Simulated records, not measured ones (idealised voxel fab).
The following process module bears the name voxel wiring stack.
In the cross-section labelled cut, the width is 170 nm and each square cell is 5 nm.
In what follows, cross-sections appear as grids of square cells, described through bands that run from the top down, where every band is one or more rows of cells. The entry gives the band's vertical extent as a top height and a bottom height in nm, then its horizontal make-up as materials from left to right, each with a width in nm. "air" stands for empty space; a single material marked "everywhere" fills the band edge to edge. Zero point of the height axis is 0; under it, received wafer = one material. Lowest band: continues down indefinitely, "z 0 and below". Note: "30 to 40" means the width goes from the first number (top row of the band) to the second number (bottom row) in equal steps per row of cells. For the purposes of this document, the phrase "changes: none" attached to a step denotes that no cell within the cross-section was modified by that step. "Fully sealed cavities" specifies each empty space that is not open to the top and that occupies no fewer than 8 cells, using the form width x height at distance, the distance measured from the left edge and all three quantities in nm. Step line, after settings: the simulator's comment on this step. You can add "overlay nm" to a step's line. For a step with a mask, it describes how far the mask lay to the right of its planned position, and a negative number describes a lay to the left.

Here's what the planned process steps look like
| 1 | RECEIVE | material Si |
| 2 | CONFORMAL_DEP | material SiO2 | thk nm 15 |
| 3 | DIRECTIONAL_DEP | material TiN | thk nm 5 |
| 4 | DIRECTIONAL_DEP | material W | thk nm 15 |
| 5 | DIRECTIONAL_DEP | material aC | thk nm 15 |
| 6 | PATTERN | tone cover | mask id METAL_1 | material resist | width nm 25 | pitch nm 40 | thk nm 35 | overlay nm 0 |
| 7 | DIRECTIONAL_ETCH | etch materials aC | depth nm 15 |
| 8 | STRIP | etch materials resist |
| 9 | DIRECTIONAL_ETCH | etch materials W | depth nm 15 |
| 10 | DIRECTIONAL_ETCH | etch materials TiN | depth nm 5 |
| 11 | STRIP | etch materials aC |
| 12 | CONFORMAL_DEP | material SiN | thk nm 5 |
| 13 | FILL_DEP | material SiO2 | thk nm 5 |
| 14 | CMP | height nm 35 |
| 15 | CONFORMAL_DEP | material SiCN | thk nm 5 |
| 16 | DIRECTIONAL_DEP | material SiO2 | thk nm 25 |
| 17 | DIRECTIONAL_DEP | material aC | thk nm 15 |
| 18 | PATTERN | tone open | mask id METAL_2 | material resist | width nm 25 | pitch nm 40 | thk nm 30 | overlay nm 0 |
| 19 | DIRECTIONAL_ETCH | etch materials aC | depth nm 15 |
| 20 | STRIP | etch materials resist |
| 21 | DIRECTIONAL_ETCH | etch materials SiO2 | depth nm 15 |
| 22 | STRIP | etch materials aC |
| 23 | DIRECTIONAL_DEP | material aC | thk nm 10 |
| 24 | PATTERN | tone open | mask id METAL_2_HOLES | material resist | width nm 15 | pitch nm 80 | thk nm 30 | overlay nm 0 |
| 25 | DIRECTIONAL_ETCH | etch materials aC | depth nm 10 |
| 26 | STRIP | etch materials resist |
| 27 | DIRECTIONAL_ETCH | etch materials SiO2 | depth nm 10 |
| 28 | DIRECTIONAL_ETCH | etch materials SiCN | depth nm 5 |
| 29 | STRIP | etch materials aC |
| 30 | CONFORMAL_DEP | material TiN | thk nm 5 |
| 31 | FILL_DEP | material Cu | thk nm 5 |
| 32 | CMP | height nm 65 |
| 33 | CONFORMAL_DEP | material SiCN | thk nm 5 |
| 34 | DIRECTIONAL_DEP | material lowk | thk nm 25 |
| 35 | MASKED_ETCH | tone open | mask id METAL_3 | width nm 25 | pitch nm 40 | etch materials lowk | depth nm 15 | overlay nm 0 |
| 36 | MASKED_ETCH | tone open | mask id METAL_3_HOLES | width nm 15 | pitch nm 40 | etch materials lowk | depth nm 10 | overlay nm 0 |
| 37 | MASKED_ETCH | tone open | mask id METAL_3_HOLES | width nm 15 | pitch nm 40 | etch materials SiCN | depth nm 5 | overlay nm 0 |
| 38 | CONFORMAL_DEP | material TiN | thk nm 5 |
| 39 | FILL_DEP | material Cu | thk nm 10 |
| 40 | CMP | height nm 95 |
| 41 | CONFORMAL_DEP | material SiN | thk nm 5 |

The following pertains to the first of two wafers, which was processed as planned

Shown in cross-section is the wafer as received, that is, as it stands after step 1
z 0 and below: Si everywhere
Fully sealed cavities: none

Wafer section view after processing step 2
z 15 to 0: SiO2 everywhere
Lower than 0, everything is as it was.

Wafer section view after processing step 3
z 20 to 15: TiN everywhere
Lower than 15, everything is as it was.

Wafer section view after processing step 4
z 35 to 20: W everywhere
Lower than 20, everything is as it was.

Wafer section view after processing step 5
z 50 to 35: aC everywhere
Lower than 35, everything is as it was.

Wafer section view after processing step 6
z 85 to 50: 30 of air; 25 of resist; 15 of air; 25 of resist; 15 of air; 25 of resist; 35 of air
Lower than 50, everything is as it was.

Wafer section view after processing step 7
z 70 to 50: 30 of air; 25 of resist; 15 of air; 25 of resist; 15 of air; 25 of resist; 35 of air
z 50 to 35: 30 of air; 25 of aC; 15 of air; 25 of aC; 15 of air; 25 of aC; 35 of air
Lower than 35, everything is as it was.

Wafer section view after processing step 8
z 50 to 35: 30 of air; 25 of aC; 15 of air; 25 of aC; 15 of air; 25 of aC; 35 of air
Lower than 35, everything is as it was.

Wafer section view after processing step 9
z 50 to 35: 30 of air; 25 of aC; 15 of air; 25 of aC; 15 of air; 25 of aC; 35 of air
z 35 to 20: 30 of air; 25 of W; 15 of air; 25 of W; 15 of air; 25 of W; 35 of air
Lower than 20, everything is as it was.

Wafer section view after processing step 10
z 50 to 35: 30 of air; 25 of aC; 15 of air; 25 of aC; 15 of air; 25 of aC; 35 of air
z 35 to 20: 30 of air; 25 of W; 15 of air; 25 of W; 15 of air; 25 of W; 35 of air
z 20 to 15: 30 of air; 25 of TiN; 15 of air; 25 of TiN; 15 of air; 25 of TiN; 35 of air
Lower than 15, everything is as it was.

Wafer section view after processing step 11
z 35 to 20: 30 of air; 25 of W; 15 of air; 25 of W; 15 of air; 25 of W; 35 of air
Lower than 20, everything is as it was.

Wafer section view after processing step 12
z 40 to 35: 25 of air; 35 of SiN; 5 of air; 35 of SiN; 5 of air; 35 of SiN; 30 of air
z 35 to 20: 25 of air; 5 of SiN; 25 of W; 5 of SiN; 5 of air; 5 of SiN; 25 of W; 5 of SiN; 5 of air; 5 of SiN; 25 of W; 5 of SiN; 30 of air
z 20 to 15: 30 of SiN; 25 of TiN; 15 of SiN; 25 of TiN; 15 of SiN; 25 of TiN; 35 of SiN
Lower than 15, everything is as it was.

Wafer section view after processing step 13
z 45 to 40: SiO2 everywhere
z 40 to 35: 25 of SiO2; 35 of SiN; 5 of SiO2; 35 of SiN; 5 of SiO2; 35 of SiN; 30 of SiO2
z 35 to 20: 25 of SiO2; 5 of SiN; 25 of W; 5 of SiN; 5 of SiO2; 5 of SiN; 25 of W; 5 of SiN; 5 of SiO2; 5 of SiN; 25 of W; 5 of SiN; 30 of SiO2
Lower than 20, everything is as it was.

Wafer section view after processing step 14
z 35 to 20: 25 of SiO2; 5 of SiN; 25 of W; 5 of SiN; 5 of SiO2; 5 of SiN; 25 of W; 5 of SiN; 5 of SiO2; 5 of SiN; 25 of W; 5 of SiN; 30 of SiO2
Lower than 20, everything is as it was.

Wafer section view after processing step 15
z 40 to 35: SiCN everywhere
Lower than 35, everything is as it was.

Wafer section view after processing step 16
z 65 to 40: SiO2 everywhere
Lower than 40, everything is as it was.

Wafer section view after processing step 17
z 80 to 65: aC everywhere
Lower than 65, everything is as it was.

Wafer section view after processing step 18
z 110 to 80: 30 of resist; 25 of air; 15 of resist; 25 of air; 15 of resist; 25 of air; 35 of resist
Lower than 80, everything is as it was.

Wafer section view after processing step 19
z 95 to 80: 30 of resist; 25 of air; 15 of resist; 25 of air; 15 of resist; 25 of air; 35 of resist
z 80 to 65: 30 of aC; 25 of air; 15 of aC; 25 of air; 15 of aC; 25 of air; 35 of aC
Lower than 65, everything is as it was.

Wafer section view after processing step 20
z 80 to 65: 30 of aC; 25 of air; 15 of aC; 25 of air; 15 of aC; 25 of air; 35 of aC
Lower than 65, everything is as it was.

Wafer section view after processing step 21
z 80 to 65: 30 of aC; 25 of air; 15 of aC; 25 of air; 15 of aC; 25 of air; 35 of aC
z 65 to 50: 30 of SiO2; 25 of air; 15 of SiO2; 25 of air; 15 of SiO2; 25 of air; 35 of SiO2
Lower than 50, everything is as it was.

Wafer section view after processing step 22
z 65 to 50: 30 of SiO2; 25 of air; 15 of SiO2; 25 of air; 15 of SiO2; 25 of air; 35 of SiO2
Lower than 50, everything is as it was.

Wafer section view after processing step 23
z 75 to 65: 30 of aC; 25 of air; 15 of aC; 25 of air; 15 of aC; 25 of air; 35 of aC
z 65 to 60: 30 of SiO2; 25 of air; 15 of SiO2; 25 of air; 15 of SiO2; 25 of air; 35 of SiO2
z 60 to 50: 30 of SiO2; 25 of aC; 15 of SiO2; 25 of aC; 15 of SiO2; 25 of aC; 35 of SiO2
Lower than 50, everything is as it was.

Wafer section view after processing step 24
z 105 to 75: 30 of resist; 15 of air; 65 of resist; 15 of air; 45 of resist
z 75 to 65: 30 of aC; 15 of air; 10 of resist; 15 of aC; 25 of resist; 15 of aC; 15 of air; 10 of resist; 35 of aC
z 65 to 60: 30 of SiO2; 15 of air; 10 of resist; 15 of SiO2; 25 of resist; 15 of SiO2; 15 of air; 10 of resist; 35 of SiO2
Lower than 60, everything is as it was.

Wafer section view after processing step 25
z 95 to 75: 30 of resist; 15 of air; 65 of resist; 15 of air; 45 of resist
z 75 to 65: 30 of aC; 15 of air; 10 of resist; 15 of aC; 25 of resist; 15 of aC; 15 of air; 10 of resist; 35 of aC
z 65 to 60: 30 of SiO2; 15 of air; 10 of resist; 15 of SiO2; 25 of resist; 15 of SiO2; 15 of air; 10 of resist; 35 of SiO2
z 60 to 50: 30 of SiO2; 15 of air; 10 of aC; 15 of SiO2; 25 of aC; 15 of SiO2; 15 of air; 10 of aC; 35 of SiO2
Lower than 50, everything is as it was.

Wafer section view after processing step 26
z 75 to 65: 30 of aC; 25 of air; 15 of aC; 25 of air; 15 of aC; 25 of air; 35 of aC
z 65 to 60: 30 of SiO2; 25 of air; 15 of SiO2; 25 of air; 15 of SiO2; 25 of air; 35 of SiO2
Lower than 60, everything is as it was.

Wafer section view after processing step 27
z 75 to 65: 30 of aC; 25 of air; 15 of aC; 25 of air; 15 of aC; 25 of air; 35 of aC
z 65 to 60: 30 of SiO2; 25 of air; 15 of SiO2; 25 of air; 15 of SiO2; 25 of air; 35 of SiO2
z 60 to 50: 30 of SiO2; 15 of air; 10 of aC; 15 of SiO2; 25 of aC; 15 of SiO2; 15 of air; 10 of aC; 35 of SiO2
z 50 to 40: 30 of SiO2; 15 of air; 65 of SiO2; 15 of air; 45 of SiO2
Lower than 40, everything is as it was.

Wafer section view after processing step 28
z 75 to 65: 30 of aC; 25 of air; 15 of aC; 25 of air; 15 of aC; 25 of air; 35 of aC
z 65 to 60: 30 of SiO2; 25 of air; 15 of SiO2; 25 of air; 15 of SiO2; 25 of air; 35 of SiO2
z 60 to 50: 30 of SiO2; 15 of air; 10 of aC; 15 of SiO2; 25 of aC; 15 of SiO2; 15 of air; 10 of aC; 35 of SiO2
z 50 to 40: 30 of SiO2; 15 of air; 65 of SiO2; 15 of air; 45 of SiO2
z 40 to 35: 30 of SiCN; 15 of air; 65 of SiCN; 15 of air; 45 of SiCN
Lower than 35, everything is as it was.

Wafer section view after processing step 29
z 65 to 50: 30 of SiO2; 25 of air; 15 of SiO2; 25 of air; 15 of SiO2; 25 of air; 35 of SiO2
Lower than 50, everything is as it was.

Wafer section view after processing step 30
z 70 to 65: 35 of TiN; 15 of air; 25 of TiN; 15 of air; 25 of TiN; 15 of air; 40 of TiN
z 65 to 55: 30 of SiO2; 5 of TiN; 15 of air; 5 of TiN; 15 of SiO2; 5 of TiN; 15 of air; 5 of TiN; 15 of SiO2; 5 of TiN; 15 of air; 5 of TiN; 35 of SiO2
z 55 to 50: 30 of SiO2; 5 of TiN; 5 of air; 15 of TiN; 15 of SiO2; 25 of TiN; 15 of SiO2; 5 of TiN; 5 of air; 15 of TiN; 35 of SiO2
z 50 to 40: 30 of SiO2; 5 of TiN; 5 of air; 5 of TiN; 65 of SiO2; 5 of TiN; 5 of air; 5 of TiN; 45 of SiO2
z 40 to 35: 30 of SiCN; 15 of TiN; 65 of SiCN; 15 of TiN; 45 of SiCN
Lower than 35, everything is as it was.

Wafer section view after processing step 31
z 75 to 70: Cu everywhere
z 70 to 65: 35 of TiN; 15 of Cu; 25 of TiN; 15 of Cu; 25 of TiN; 15 of Cu; 40 of TiN
z 65 to 55: 30 of SiO2; 5 of TiN; 15 of Cu; 5 of TiN; 15 of SiO2; 5 of TiN; 15 of Cu; 5 of TiN; 15 of SiO2; 5 of TiN; 15 of Cu; 5 of TiN; 35 of SiO2
z 55 to 50: 30 of SiO2; 5 of TiN; 5 of Cu; 15 of TiN; 15 of SiO2; 25 of TiN; 15 of SiO2; 5 of TiN; 5 of Cu; 15 of TiN; 35 of SiO2
z 50 to 40: 30 of SiO2; 5 of TiN; 5 of Cu; 5 of TiN; 65 of SiO2; 5 of TiN; 5 of Cu; 5 of TiN; 45 of SiO2
Lower than 40, everything is as it was.

Wafer section view after processing step 32
z 65 to 55: 30 of SiO2; 5 of TiN; 15 of Cu; 5 of TiN; 15 of SiO2; 5 of TiN; 15 of Cu; 5 of TiN; 15 of SiO2; 5 of TiN; 15 of Cu; 5 of TiN; 35 of SiO2
Lower than 55, everything is as it was.

Wafer section view after processing step 33
z 70 to 65: SiCN everywhere
Lower than 65, everything is as it was.

Wafer section view after processing step 34
z 95 to 70: lowk everywhere
Lower than 70, everything is as it was.

Wafer section view after processing step 35
z 95 to 80: 30 of lowk; 25 of air; 15 of lowk; 25 of air; 15 of lowk; 25 of air; 35 of lowk
Lower than 80, everything is as it was.

Wafer section view after processing step 36
z 95 to 80: 30 of lowk; 25 of air; 15 of lowk; 25 of air; 15 of lowk; 25 of air; 35 of lowk
z 80 to 70: 30 of lowk; 15 of air; 25 of lowk; 15 of air; 25 of lowk; 15 of air; 45 of lowk
Lower than 70, everything is as it was.

Wafer section view after processing step 37
z 95 to 80: 30 of lowk; 25 of air; 15 of lowk; 25 of air; 15 of lowk; 25 of air; 35 of lowk
z 80 to 70: 30 of lowk; 15 of air; 25 of lowk; 15 of air; 25 of lowk; 15 of air; 45 of lowk
z 70 to 65: 30 of SiCN; 15 of air; 25 of SiCN; 15 of air; 25 of SiCN; 15 of air; 45 of SiCN
Lower than 65, everything is as it was.

Wafer section view after processing step 38
z 100 to 95: 35 of TiN; 15 of air; 25 of TiN; 15 of air; 25 of TiN; 15 of air; 40 of TiN
z 95 to 85: 30 of lowk; 5 of TiN; 15 of air; 5 of TiN; 15 of lowk; 5 of TiN; 15 of air; 5 of TiN; 15 of lowk; 5 of TiN; 15 of air; 5 of TiN; 35 of lowk
z 85 to 80: 30 of lowk; 5 of TiN; 5 of air; 15 of TiN; 15 of lowk; 5 of TiN; 5 of air; 15 of TiN; 15 of lowk; 5 of TiN; 5 of air; 15 of TiN; 35 of lowk
z 80 to 70: 30 of lowk; 5 of TiN; 5 of air; 5 of TiN; 25 of lowk; 5 of TiN; 5 of air; 5 of TiN; 25 of lowk; 5 of TiN; 5 of air; 5 of TiN; 45 of lowk
z 70 to 65: 30 of SiCN; 15 of TiN; 25 of SiCN; 15 of TiN; 25 of SiCN; 15 of TiN; 45 of SiCN
Lower than 65, everything is as it was.

Wafer section view after processing step 39
z 110 to 100: Cu everywhere
z 100 to 95: 35 of TiN; 15 of Cu; 25 of TiN; 15 of Cu; 25 of TiN; 15 of Cu; 40 of TiN
z 95 to 85: 30 of lowk; 5 of TiN; 15 of Cu; 5 of TiN; 15 of lowk; 5 of TiN; 15 of Cu; 5 of TiN; 15 of lowk; 5 of TiN; 15 of Cu; 5 of TiN; 35 of lowk
z 85 to 80: 30 of lowk; 5 of TiN; 5 of Cu; 15 of TiN; 15 of lowk; 5 of TiN; 5 of Cu; 15 of TiN; 15 of lowk; 5 of TiN; 5 of Cu; 15 of TiN; 35 of lowk
z 80 to 70: 30 of lowk; 5 of TiN; 5 of Cu; 5 of TiN; 25 of lowk; 5 of TiN; 5 of Cu; 5 of TiN; 25 of lowk; 5 of TiN; 5 of Cu; 5 of TiN; 45 of lowk
Lower than 70, everything is as it was.

Wafer section view after processing step 40
z 95 to 85: 30 of lowk; 5 of TiN; 15 of Cu; 5 of TiN; 15 of lowk; 5 of TiN; 15 of Cu; 5 of TiN; 15 of lowk; 5 of TiN; 15 of Cu; 5 of TiN; 35 of lowk
Lower than 85, everything is as it was.

Wafer section view after processing step 41
z 100 to 95: SiN everywhere
Lower than 95, everything is as it was.

The second wafer began exactly as the first did and followed the same plan, but one mistake was made while running it; through step 5 inclusive, the two wafers are identical

Here is the second wafer in cross-section at the point where step 6 of the plan should have been done
z 85 to 50: 35 of air; 25 of resist; 15 of air; 25 of resist; 15 of air; 25 of resist; 30 of air
Lower than 50, everything is as it was.

Here is the second wafer in cross-section at the point where step 7 of the plan should have been done
z 70 to 50: 35 of air; 25 of resist; 15 of air; 25 of resist; 15 of air; 25 of resist; 30 of air
z 50 to 35: 35 of air; 25 of aC; 15 of air; 25 of aC; 15 of air; 25 of aC; 30 of air
Lower than 35, everything is as it was.

Here is the second wafer in cross-section at the point where step 8 of the plan should have been done
z 50 to 35: 35 of air; 25 of aC; 15 of air; 25 of aC; 15 of air; 25 of aC; 30 of air
Lower than 35, everything is as it was.

Here is the second wafer in cross-section at the point where step 9 of the plan should have been done
z 50 to 35: 35 of air; 25 of aC; 15 of air; 25 of aC; 15 of air; 25 of aC; 30 of air
z 35 to 20: 35 of air; 25 of W; 15 of air; 25 of W; 15 of air; 25 of W; 30 of air
Lower than 20, everything is as it was.

Here is the second wafer in cross-section at the point where step 10 of the plan should have been done
z 50 to 35: 35 of air; 25 of aC; 15 of air; 25 of aC; 15 of air; 25 of aC; 30 of air
z 35 to 20: 35 of air; 25 of W; 15 of air; 25 of W; 15 of air; 25 of W; 30 of air
z 20 to 15: 35 of air; 25 of TiN; 15 of air; 25 of TiN; 15 of air; 25 of TiN; 30 of air
Lower than 15, everything is as it was.

Here is the second wafer in cross-section at the point where step 11 of the plan should have been done
z 35 to 20: 35 of air; 25 of W; 15 of air; 25 of W; 15 of air; 25 of W; 30 of air
Lower than 20, everything is as it was.

Here is the second wafer in cross-section at the point where step 12 of the plan should have been done
z 40 to 35: 30 of air; 35 of SiN; 5 of air; 35 of SiN; 5 of air; 35 of SiN; 25 of air
z 35 to 20: 30 of air; 5 of SiN; 25 of W; 5 of SiN; 5 of air; 5 of SiN; 25 of W; 5 of SiN; 5 of air; 5 of SiN; 25 of W; 5 of SiN; 25 of air
z 20 to 15: 35 of SiN; 25 of TiN; 15 of SiN; 25 of TiN; 15 of SiN; 25 of TiN; 30 of SiN
Lower than 15, everything is as it was.

Here is the second wafer in cross-section at the point where step 13 of the plan should have been done
z 45 to 40: SiO2 everywhere
z 40 to 35: 30 of SiO2; 35 of SiN; 5 of SiO2; 35 of SiN; 5 of SiO2; 35 of SiN; 25 of SiO2
z 35 to 20: 30 of SiO2; 5 of SiN; 25 of W; 5 of SiN; 5 of SiO2; 5 of SiN; 25 of W; 5 of SiN; 5 of SiO2; 5 of SiN; 25 of W; 5 of SiN; 25 of SiO2
Lower than 20, everything is as it was.

Here is the second wafer in cross-section at the point where step 14 of the plan should have been done
z 35 to 20: 30 of SiO2; 5 of SiN; 25 of W; 5 of SiN; 5 of SiO2; 5 of SiN; 25 of W; 5 of SiN; 5 of SiO2; 5 of SiN; 25 of W; 5 of SiN; 25 of SiO2
Lower than 20, everything is as it was.

Here is the second wafer in cross-section at the point where step 15 of the plan should have been done
z 40 to 35: SiCN everywhere
Lower than 35, everything is as it was.

Here is the second wafer in cross-section at the point where step 16 of the plan should have been done
z 65 to 40: SiO2 everywhere
Lower than 40, everything is as it was.

Here is the second wafer in cross-section at the point where step 17 of the plan should have been done
z 80 to 65: aC everywhere
Lower than 65, everything is as it was.

Here is the second wafer in cross-section at the point where step 18 of the plan should have been done
z 110 to 80: 30 of resist; 25 of air; 15 of resist; 25 of air; 15 of resist; 25 of air; 35 of resist
Lower than 80, everything is as it was.

Here is the second wafer in cross-section at the point where step 19 of the plan should have been done
z 95 to 80: 30 of resist; 25 of air; 15 of resist; 25 of air; 15 of resist; 25 of air; 35 of resist
z 80 to 65: 30 of aC; 25 of air; 15 of aC; 25 of air; 15 of aC; 25 of air; 35 of aC
Lower than 65, everything is as it was.

Here is the second wafer in cross-section at the point where step 20 of the plan should have been done
z 80 to 65: 30 of aC; 25 of air; 15 of aC; 25 of air; 15 of aC; 25 of air; 35 of aC
Lower than 65, everything is as it was.

Here is the second wafer in cross-section at the point where step 21 of the plan should have been done
z 80 to 65: 30 of aC; 25 of air; 15 of aC; 25 of air; 15 of aC; 25 of air; 35 of aC
z 65 to 50: 30 of SiO2; 25 of air; 15 of SiO2; 25 of air; 15 of SiO2; 25 of air; 35 of SiO2
Lower than 50, everything is as it was.

Here is the second wafer in cross-section at the point where step 22 of the plan should have been done
z 65 to 50: 30 of SiO2; 25 of air; 15 of SiO2; 25 of air; 15 of SiO2; 25 of air; 35 of SiO2
Lower than 50, everything is as it was.

Here is the second wafer in cross-section at the point where step 23 of the plan should have been done
z 75 to 65: 30 of aC; 25 of air; 15 of aC; 25 of air; 15 of aC; 25 of air; 35 of aC
z 65 to 60: 30 of SiO2; 25 of air; 15 of SiO2; 25 of air; 15 of SiO2; 25 of air; 35 of SiO2
z 60 to 50: 30 of SiO2; 25 of aC; 15 of SiO2; 25 of aC; 15 of SiO2; 25 of aC; 35 of SiO2
Lower than 50, everything is as it was.

Here is the second wafer in cross-section at the point where step 24 of the plan should have been done
z 105 to 75: 30 of resist; 15 of air; 65 of resist; 15 of air; 45 of resist
z 75 to 65: 30 of aC; 15 of air; 10 of resist; 15 of aC; 25 of resist; 15 of aC; 15 of air; 10 of resist; 35 of aC
z 65 to 60: 30 of SiO2; 15 of air; 10 of resist; 15 of SiO2; 25 of resist; 15 of SiO2; 15 of air; 10 of resist; 35 of SiO2
Lower than 60, everything is as it was.

Here is the second wafer in cross-section at the point where step 25 of the plan should have been done
z 95 to 75: 30 of resist; 15 of air; 65 of resist; 15 of air; 45 of resist
z 75 to 65: 30 of aC; 15 of air; 10 of resist; 15 of aC; 25 of resist; 15 of aC; 15 of air; 10 of resist; 35 of aC
z 65 to 60: 30 of SiO2; 15 of air; 10 of resist; 15 of SiO2; 25 of resist; 15 of SiO2; 15 of air; 10 of resist; 35 of SiO2
z 60 to 50: 30 of SiO2; 15 of air; 10 of aC; 15 of SiO2; 25 of aC; 15 of SiO2; 15 of air; 10 of aC; 35 of SiO2
Lower than 50, everything is as it was.

Here is the second wafer in cross-section at the point where step 26 of the plan should have been done
z 75 to 65: 30 of aC; 25 of air; 15 of aC; 25 of air; 15 of aC; 25 of air; 35 of aC
z 65 to 60: 30 of SiO2; 25 of air; 15 of SiO2; 25 of air; 15 of SiO2; 25 of air; 35 of SiO2
Lower than 60, everything is as it was.

Here is the second wafer in cross-section at the point where step 27 of the plan should have been done
z 75 to 65: 30 of aC; 25 of air; 15 of aC; 25 of air; 15 of aC; 25 of air; 35 of aC
z 65 to 60: 30 of SiO2; 25 of air; 15 of SiO2; 25 of air; 15 of SiO2; 25 of air; 35 of SiO2
z 60 to 50: 30 of SiO2; 15 of air; 10 of aC; 15 of SiO2; 25 of aC; 15 of SiO2; 15 of air; 10 of aC; 35 of SiO2
z 50 to 40: 30 of SiO2; 15 of air; 65 of SiO2; 15 of air; 45 of SiO2
Lower than 40, everything is as it was.

Here is the second wafer in cross-section at the point where step 28 of the plan should have been done
z 75 to 65: 30 of aC; 25 of air; 15 of aC; 25 of air; 15 of aC; 25 of air; 35 of aC
z 65 to 60: 30 of SiO2; 25 of air; 15 of SiO2; 25 of air; 15 of SiO2; 25 of air; 35 of SiO2
z 60 to 50: 30 of SiO2; 15 of air; 10 of aC; 15 of SiO2; 25 of aC; 15 of SiO2; 15 of air; 10 of aC; 35 of SiO2
z 50 to 40: 30 of SiO2; 15 of air; 65 of SiO2; 15 of air; 45 of SiO2
z 40 to 35: 30 of SiCN; 15 of air; 65 of SiCN; 15 of air; 45 of SiCN
Lower than 35, everything is as it was.

Here is the second wafer in cross-section at the point where step 29 of the plan should have been done
z 65 to 50: 30 of SiO2; 25 of air; 15 of SiO2; 25 of air; 15 of SiO2; 25 of air; 35 of SiO2
Lower than 50, everything is as it was.

Here is the second wafer in cross-section at the point where step 30 of the plan should have been done
z 70 to 65: 35 of TiN; 15 of air; 25 of TiN; 15 of air; 25 of TiN; 15 of air; 40 of TiN
z 65 to 55: 30 of SiO2; 5 of TiN; 15 of air; 5 of TiN; 15 of SiO2; 5 of TiN; 15 of air; 5 of TiN; 15 of SiO2; 5 of TiN; 15 of air; 5 of TiN; 35 of SiO2
z 55 to 50: 30 of SiO2; 5 of TiN; 5 of air; 15 of TiN; 15 of SiO2; 25 of TiN; 15 of SiO2; 5 of TiN; 5 of air; 15 of TiN; 35 of SiO2
z 50 to 40: 30 of SiO2; 5 of TiN; 5 of air; 5 of TiN; 65 of SiO2; 5 of TiN; 5 of air; 5 of TiN; 45 of SiO2
z 40 to 35: 30 of SiCN; 15 of TiN; 65 of SiCN; 15 of TiN; 45 of SiCN
Lower than 35, everything is as it was.

Here is the second wafer in cross-section at the point where step 31 of the plan should have been done
z 75 to 70: Cu everywhere
z 70 to 65: 35 of TiN; 15 of Cu; 25 of TiN; 15 of Cu; 25 of TiN; 15 of Cu; 40 of TiN
z 65 to 55: 30 of SiO2; 5 of TiN; 15 of Cu; 5 of TiN; 15 of SiO2; 5 of TiN; 15 of Cu; 5 of TiN; 15 of SiO2; 5 of TiN; 15 of Cu; 5 of TiN; 35 of SiO2
z 55 to 50: 30 of SiO2; 5 of TiN; 5 of Cu; 15 of TiN; 15 of SiO2; 25 of TiN; 15 of SiO2; 5 of TiN; 5 of Cu; 15 of TiN; 35 of SiO2
z 50 to 40: 30 of SiO2; 5 of TiN; 5 of Cu; 5 of TiN; 65 of SiO2; 5 of TiN; 5 of Cu; 5 of TiN; 45 of SiO2
Lower than 40, everything is as it was.

Here is the second wafer in cross-section at the point where step 32 of the plan should have been done
z 65 to 55: 30 of SiO2; 5 of TiN; 15 of Cu; 5 of TiN; 15 of SiO2; 5 of TiN; 15 of Cu; 5 of TiN; 15 of SiO2; 5 of TiN; 15 of Cu; 5 of TiN; 35 of SiO2
Lower than 55, everything is as it was.

Here is the second wafer in cross-section at the point where step 33 of the plan should have been done
z 70 to 65: SiCN everywhere
Lower than 65, everything is as it was.

Here is the second wafer in cross-section at the point where step 34 of the plan should have been done
z 95 to 70: lowk everywhere
Lower than 70, everything is as it was.

Here is the second wafer in cross-section at the point where step 35 of the plan should have been done
z 95 to 80: 30 of lowk; 25 of air; 15 of lowk; 25 of air; 15 of lowk; 25 of air; 35 of lowk
Lower than 80, everything is as it was.

Here is the second wafer in cross-section at the point where step 36 of the plan should have been done
z 95 to 80: 30 of lowk; 25 of air; 15 of lowk; 25 of air; 15 of lowk; 25 of air; 35 of lowk
z 80 to 70: 30 of lowk; 15 of air; 25 of lowk; 15 of air; 25 of lowk; 15 of air; 45 of lowk
Lower than 70, everything is as it was.

Here is the second wafer in cross-section at the point where step 37 of the plan should have been done
z 95 to 80: 30 of lowk; 25 of air; 15 of lowk; 25 of air; 15 of lowk; 25 of air; 35 of lowk
z 80 to 70: 30 of lowk; 15 of air; 25 of lowk; 15 of air; 25 of lowk; 15 of air; 45 of lowk
z 70 to 65: 30 of SiCN; 15 of air; 25 of SiCN; 15 of air; 25 of SiCN; 15 of air; 45 of SiCN
Lower than 65, everything is as it was.

Here is the second wafer in cross-section at the point where step 38 of the plan should have been done
z 100 to 95: 35 of TiN; 15 of air; 25 of TiN; 15 of air; 25 of TiN; 15 of air; 40 of TiN
z 95 to 85: 30 of lowk; 5 of TiN; 15 of air; 5 of TiN; 15 of lowk; 5 of TiN; 15 of air; 5 of TiN; 15 of lowk; 5 of TiN; 15 of air; 5 of TiN; 35 of lowk
z 85 to 80: 30 of lowk; 5 of TiN; 5 of air; 15 of TiN; 15 of lowk; 5 of TiN; 5 of air; 15 of TiN; 15 of lowk; 5 of TiN; 5 of air; 15 of TiN; 35 of lowk
z 80 to 70: 30 of lowk; 5 of TiN; 5 of air; 5 of TiN; 25 of lowk; 5 of TiN; 5 of air; 5 of TiN; 25 of lowk; 5 of TiN; 5 of air; 5 of TiN; 45 of lowk
z 70 to 65: 30 of SiCN; 15 of TiN; 25 of SiCN; 15 of TiN; 25 of SiCN; 15 of TiN; 45 of SiCN
Lower than 65, everything is as it was.

Here is the second wafer in cross-section at the point where step 39 of the plan should have been done
z 110 to 100: Cu everywhere
z 100 to 95: 35 of TiN; 15 of Cu; 25 of TiN; 15 of Cu; 25 of TiN; 15 of Cu; 40 of TiN
z 95 to 85: 30 of lowk; 5 of TiN; 15 of Cu; 5 of TiN; 15 of lowk; 5 of TiN; 15 of Cu; 5 of TiN; 15 of lowk; 5 of TiN; 15 of Cu; 5 of TiN; 35 of lowk
z 85 to 80: 30 of lowk; 5 of TiN; 5 of Cu; 15 of TiN; 15 of lowk; 5 of TiN; 5 of Cu; 15 of TiN; 15 of lowk; 5 of TiN; 5 of Cu; 15 of TiN; 35 of lowk
z 80 to 70: 30 of lowk; 5 of TiN; 5 of Cu; 5 of TiN; 25 of lowk; 5 of TiN; 5 of Cu; 5 of TiN; 25 of lowk; 5 of TiN; 5 of Cu; 5 of TiN; 45 of lowk
Lower than 70, everything is as it was.

Here is the second wafer in cross-section at the point where step 40 of the plan should have been done
z 95 to 85: 30 of lowk; 5 of TiN; 15 of Cu; 5 of TiN; 15 of lowk; 5 of TiN; 15 of Cu; 5 of TiN; 15 of lowk; 5 of TiN; 15 of Cu; 5 of TiN; 35 of lowk
Lower than 85, everything is as it was.

Here is the second wafer in cross-section at the point where step 41 of the plan should have been done
z 100 to 95: SiN everywhere
Lower than 95, everything is as it was.
Diagnosis: rather than as planned, step 6 actually ran as PATTERN | tone cover | mask id METAL_1 | material resist | width nm 25 | pitch nm 40 | thk nm 35 | overlay nm 5
Same inventory, different map: at the end, the second wafer holds as many cells of each material as the first, placed elsewhere.
